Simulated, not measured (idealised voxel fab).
A process module follows: voxel capacitor over wiring.
The cross-section shown here is cut; it is 170 nm wide and divided into square cells measuring 5 nm on a side.
Cross-sections here: square-cell grids, written as top-down lists of bands, a band being one or more rows of cells.
Band: top and bottom heights (nm) first, top before bottom; then materials from left to right, widths in nm. "edge to edge" marks a sole material filling the band edge to edge. "empty" denotes empty space.
Beneath 0, the wafer as received is one material, and that level is where height counting begins. The lowest band goes on downward without a bottom; it is written like "0 and below".
Top row gets the first number, bottom row gets the second, and each row in between changes by the same step: that is how a band width like "30->40" works.
"identical to before" (step): cross-section cells unchanged, all of them.
What "Closed void inventory" gives you is every empty space of 8 cells or more that is cut off from the top. Each appears as width x height at distance, with the distance taken from the left edge and width, height and distance all in nm.
What comes after the settings on a step's line is commentary from the simulator itself on that step.
When a step includes a mask, the "overlay nm" setting on its line states how far to the right of its planned place that mask lay, and negative values state how far to the left.

[Below is the list of planned process steps]
1 RECEIVE, material Si
2 CONFORMAL_DEP, material SiO2, thk nm 15
3 DIRECTIONAL_DEP, material TiN, thk nm 5
4 DIRECTIONAL_DEP, material W, thk nm 20
5 PATTERN, tone cover, mask id METAL_1, material resist, width nm 20, pitch nm 75, thk nm 15, overlay nm 0
6 DIRECTIONAL_ETCH, etch materials W, depth nm 20
7 DIRECTIONAL_ETCH, etch materials TiN, depth nm 5
8 STRIP, etch materials resist
9 CONFORMAL_DEP, material SiCN, thk nm 5
10 FILL_DEP, material lowk, thk nm 10
11 CMP, height nm 40
12 CONFORMAL_DEP, material SiCN, thk nm 5
13 DIRECTIONAL_DEP, material lowk, thk nm 20
14 MASKED_ETCH, tone open, mask id PLUG_1, width nm 15, etch materials lowk, depth nm 20, overlay nm 0
15 MASKED_ETCH, tone open, mask id PLUG_1, width nm 15, etch materials SiCN, depth nm 5, overlay nm 0
16 EPI, material Ru, thk nm 10
17 EPI, material Ru, thk nm 10
18 EPI, material Ru, thk nm 5
19 DIRECTIONAL_DEP, material TiN, thk nm 10
20 DIRECTIONAL_DEP, material SiN, thk nm 5
21 DIRECTIONAL_DEP, material TiN, thk nm 5
22 DIRECTIONAL_DEP, material aC, thk nm 15
23 PATTERN, tone cover, mask id UPPER_PLATE, material resist, width nm 60, thk nm 30, overlay nm 0
24 DIRECTIONAL_ETCH, etch materials aC, depth nm 15
25 STRIP, etch materials resist
26 DIRECTIONAL_ETCH, etch materials TiN, depth nm 5
27 DIRECTIONAL_ETCH, etch materials SiN, depth nm 5
28 STRIP, etch materials aC
29 DIRECTIONAL_DEP, material aC, thk nm 15
30 PATTERN, tone cover, mask id LOWER_PLATE, material resist, width nm 70, thk nm 30, overlay nm 0
31 DIRECTIONAL_ETCH, etch materials aC, depth nm 15
32 STRIP, etch materials resist
33 DIRECTIONAL_ETCH, etch materials TiN, depth nm 10
34 STRIP, etch materials aC
35 FILL_DEP, material SiO2, thk nm 20
36 CMP, height nm 100
37 MASKED_ETCH, tone open, mask id PLUG_2, width nm 15, etch materials SiO2, depth nm 15, overlay nm 0
38 CONFORMAL_DEP, material TiN, thk nm 5
39 FILL_DEP, material W, thk nm 5
40 CMP, height nm 100
41 CONFORMAL_DEP, material SiCN, thk nm 5

[Step 1 complete: cross-section of the wafer as received]
* 0 and below | Si edge to edge
* Closed void inventory: none

[Module complete - cross-section of the first of two wafers, run according to plan]
* 105 down to 100 | SiCN edge to edge
* 100 down to 90 | 50 SiO2; 5 TiN; 5 W; 5 TiN; 105 SiO2
* 90 down to 80 | 50->40 SiO2; 15->60 TiN; 105->70 SiO2
* 80 down to 75 | 40 SiO2; 60 SiN; 70 SiO2
* 75 down to 65 | 35 SiO2; 70 TiN; 65 SiO2
* 65 down to 45 | 40 lowk; 15 Ru; 115 lowk
* 45 down to 40 | 40 SiCN; 15 Ru; 115 SiCN
* 40 down to 20 | 30 lowk; 5 SiCN; 20 W; 5 SiCN; 45 lowk; 5 SiCN; 20 W; 5 SiCN; 35 lowk
* 20 down to 15 | 35 SiCN; 20 TiN; 55 SiCN; 20 TiN; 40 SiCN
* 15 down to 0 | SiO2 edge to edge
* 0 and below | Si edge to edge
* Closed void inventory: none

[Wafer two, sectioned after the module: the first wafer's start, the first wafer's plan, and one mistake in how it was run]
* 105 down to 100 | SiCN edge to edge
* 100 down to 90 | 50 SiO2; 5 TiN; 5 W; 5 TiN; 105 SiO2
* 90 down to 85 | 50 SiO2; 15 TiN; 105 SiO2
* 85 down to 80 | SiO2 edge to edge
* 80 down to 75 | 40 SiO2; 60 SiN; 70 SiO2
* 75 down to 65 | 35 SiO2; 70 TiN; 65 SiO2
* 65 down to 45 | 40 lowk; 15 Ru; 115 lowk
* 45 down to 40 | 40 SiCN; 15 Ru; 115 SiCN
* 40 down to 20 | 30 lowk; 5 SiCN; 20 W; 5 SiCN; 45 lowk; 5 SiCN; 20 W; 5 SiCN; 35 lowk
* 20 down to 15 | 35 SiCN; 20 TiN; 55 SiCN; 20 TiN; 40 SiCN
* 15 down to 0 | SiO2 edge to edge
* 0 and below | Si edge to edge
* Closed void inventory: none
What was done differently from what was planned? the plan's step 21 was left out and never carried out
at the end the second wafer has, in cells: SiO2: 12 more; TiN: 12 fewer
